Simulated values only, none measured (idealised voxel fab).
The process module that follows is named voxel released beams.
In the cross-section labelled cut, the width is 220 nm and each square cell is 5 nm.
Square cells in a grid make up a cross-section in this document, and the grid is given as bands, listed from the top down, each one or more rows of cells. Band entry format. Leading values: height of top, height of bottom, nm. Remainder: materials in left-to-right order, each with its width in nm. Special words: "full width" on a single material, which then fills the band edge to edge; "air", empty space. Heads up on the height convention: 0 is the point under which the incoming wafer is all one material, and the lowest band has no bottom, it just keeps going down, like "from 0 down". The expression "30->40" gives the width at the extremes of the band, the first number at its top row of cells and the second at its bottom row, with the width changing by equal amounts from each row to the next in between. You'll sometimes find "remained the same" written for a step, and that's the way of saying that nowhere in the cross-section did a cell change during that step. Each empty space that has no open way to the top and spans at least 8 cells appears under "Enclosed void listing" as width x height at distance, the distance counted from the left edge, all in nm. Formally, on a step line, whatever follows the settings is a remark that the simulator itself makes on the step. Regarding "overlay nm": on a step with a mask, it is the distance the mask lay to the right of its planned place; a negative value places it to the left.
The following list gives the planned process steps
- 1: RECEIVE,material Si
- 2: CONFORMAL_DEP,material Al2O3,thk nm 10
- 3: DIRECTIONAL_DEP,material SiO2,thk nm 10
- 4: DIRECTIONAL_DEP,material aC,thk nm 15
- 5: PATTERN,tone open,mask id ANCHOR,material resist,width nm 35,thk nm 30,overlay nm 0
- 6: DIRECTIONAL_ETCH,etch materials aC,depth nm 15
- 7: STRIP,etch materials resist
- 8: DIRECTIONAL_ETCH,etch materials SiO2,depth nm 10
- 9: STRIP,etch materials aC
- 10: CONFORMAL_DEP,material W,thk nm 10
- 11: MASKED_ETCH,tone cover,mask id BEAM,width nm 110,etch materials W,depth nm 10,overlay nm 0
- 12: STRIP,etch materials SiO2
Cross-section: wafer on arrival = after step 1
> from 0 down  Si full width
> Enclosed void listing: none
Cross-section: first of two wafers, module finished, run according to plan
> from 30 to 20  air=50 | W=15 | air=15 | W=80 | air=60
> from 20 to 10  air=55 | W=35 | air=130
> from 10 to 0  Al2O3 full width
> from 0 down  Si full width
> Enclosed void listing: none
Second wafer of the two, sectioned at the end of the module. It began like the first and followed the same plan, but one mistake was made while running it
> from 30 to 20  air=50 | W=50 | air=120
> from 20 to 10  air=45 | W=10 | SiO2=35 | W=70 | air=60
> from 10 to 0  Al2O3 full width
> from 0 down  Si full width
> Enclosed void listing: none
Diagnosis: step 5 deviated from plan and actually ran as PATTERN,tone cover,mask id ANCHOR,material resist,width nm 35,thk nm 30,overlay nm 0
Cell-count delta at end, second wafer over first, by material: +14 SiO2
